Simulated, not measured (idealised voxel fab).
The following is a process module called voxel wiring stack.
In the cross-section labelled cut, the width is 190 nm and each square cell is 5 nm.
A cross-section in this document is a grid of square cells, and it is written down as bands, the top band listed before the ones below it; a band is made up of one or more rows of cells.
Read a band's entry like this: the first values are the height of its top and the height of its bottom in nm, and what follows is the sequence of materials from left to right, each with its width in nm. Note that "blank" is empty space, and that a single material marked "throughout" reaches across the band from edge to edge.
Counting heights begins at 0, where everything beneath is, in the wafer as received, one material. The lowest band has no bottom; it goes on downwards, as "z 0 and below" shows.
So if you see something like "30 to 40" for the width, read it as the top row of the band sitting at the first number and the bottom row at the second, with every row in between moving by the same amount as the last.
"no change occurred" (step): cross-section cells unchanged, all of them.
The list in "Fully enclosed voids" covers empty spaces of 8 cells or more that cannot reach the top through any open way, and it gives each as width x height at distance; the distance is from the left edge, and width, height and distance are in nm.
Anything after a step's settings on that line? It's the simulator's own note about the step.
The line of a step may include "overlay nm". On a step with a mask, this value is how far to the right of its planned place the mask lay. A negative value means the mask lay to the left.

**Planned process steps**
1. RECEIVE, material Si
2. CONFORMAL_DEP, material SiO2, thk nm 15
3. CONFORMAL_DEP, material SiN, thk nm 5
4. DIRECTIONAL_DEP, material SiO2, thk nm 20
5. PATTERN, tone open, mask id METAL_1, material resist, width nm 25, pitch nm 40, thk nm 20, overlay nm 0
6. DIRECTIONAL_ETCH, etch materials SiO2, depth nm 20
7. DIRECTIONAL_ETCH, etch materials SiN, depth nm 5
8. STRIP, etch materials resist
9. CONFORMAL_DEP, material TiN, thk nm 5
10. FILL_DEP, material W, thk nm 5
11. CMP, height nm 40
12. EPI, material Ru, thk nm 5
13. FILL_DEP, material SiCN, thk nm 5
14. DIRECTIONAL_DEP, material SiO2, thk nm 30
15. DIRECTIONAL_DEP, material aC, thk nm 10
16. PATTERN, tone open, mask id METAL_2, material resist, width nm 25, pitch nm 40, thk nm 30, overlay nm 0
17. DIRECTIONAL_ETCH, etch materials aC, depth nm 10
18. STRIP, etch materials resist
19. DIRECTIONAL_ETCH, etch materials SiO2, depth nm 15
20. STRIP, etch materials aC
21. PATTERN, tone open, mask id METAL_2_HOLES, material resist, width nm 15, thk nm 15, overlay nm 0
22. DIRECTIONAL_ETCH, etch materials SiO2, depth nm 15
23. DIRECTIONAL_ETCH, etch materials SiCN, depth nm 5
24. STRIP, etch materials resist
25. CONFORMAL_DEP, material TiN, thk nm 5
26. FILL_DEP, material Ru, thk nm 10
27. CMP, height nm 80
28. CONFORMAL_DEP, material SiCN, thk nm 5
29. DIRECTIONAL_DEP, material SiO2, thk nm 15
30. DIRECTIONAL_DEP, material aC, thk nm 15
31. PATTERN, tone open, mask id PLUG_2, material resist, width nm 15, thk nm 35, overlay nm 0
32. DIRECTIONAL_ETCH, etch materials aC, depth nm 15
33. STRIP, etch materials resist
34. DIRECTIONAL_ETCH, etch materials SiO2, depth nm 15
35. DIRECTIONAL_ETCH, etch materials SiCN, depth nm 5
36. STRIP, etch materials aC
37. CONFORMAL_DEP, material TiN, thk nm 5
38. FILL_DEP, material Ru, thk nm 5
39. CMP, height nm 100
40. DIRECTIONAL_DEP, material TiN, thk nm 5
41. DIRECTIONAL_DEP, material W, thk nm 20
42. PATTERN, tone cover, mask id METAL_3, material resist, width nm 25, pitch nm 40, thk nm 20, overlay nm 0
43. DIRECTIONAL_ETCH, etch materials W, depth nm 20
44. DIRECTIONAL_ETCH, etch materials TiN, depth nm 5
45. STRIP, etch materials resist
46. CONFORMAL_DEP, material SiN, thk nm 5
47. FILL_DEP, material SiO2, thk nm 5
48. CMP, height nm 125
49. CONFORMAL_DEP, material SiCN, thk nm 5

**Shown in cross-section is the wafer as received, that is, as it stands after step 1**
> z 0 and below  Si throughout
> Fully enclosed voids: none

**The cross-section shown corresponds to the wafer at the conclusion of the module. The initial structure and the process plan are those presented above; however, one mistake occurred in executing the plan**
> z 130 to 125  SiCN throughout
> z 125 to 105  SiO2=55, SiN=5, W=25, SiN=5, SiO2=5, SiN=5, W=25, SiN=5, SiO2=60
> z 105 to 100  SiN=60, TiN=25, SiN=15, TiN=25, SiN=65
> z 100 to 85  SiO2=60, TiN=5, Ru=5, TiN=5, SiO2=115
> z 85 to 80  SiCN=60, TiN=15, SiCN=115
> z 80 to 75  TiN=65, Ru=5, TiN=120
> z 75 to 65  SiO2=60, TiN=5, Ru=5, TiN=5, SiO2=115
> z 65 to 60  SiO2=60, TiN=15, SiO2=115
> z 60 to 50  aC throughout
> z 50 to 45  SiCN throughout
> z 45 to 40  SiCN=55, Ru=35, SiCN=5, Ru=35, SiCN=60
> z 40 to 20  SiO2=60, TiN=5, W=15, TiN=5, SiO2=15, TiN=5, W=15, TiN=5, SiO2=65
> z 20 to 15  SiN=60, TiN=25, SiN=15, TiN=25, SiN=65
> z 15 to 0  SiO2 throughout
> z 0 and below  Si throughout
> Fully enclosed voids: none
Here's what went sideways: swap of plan steps 14 and 15 during execution
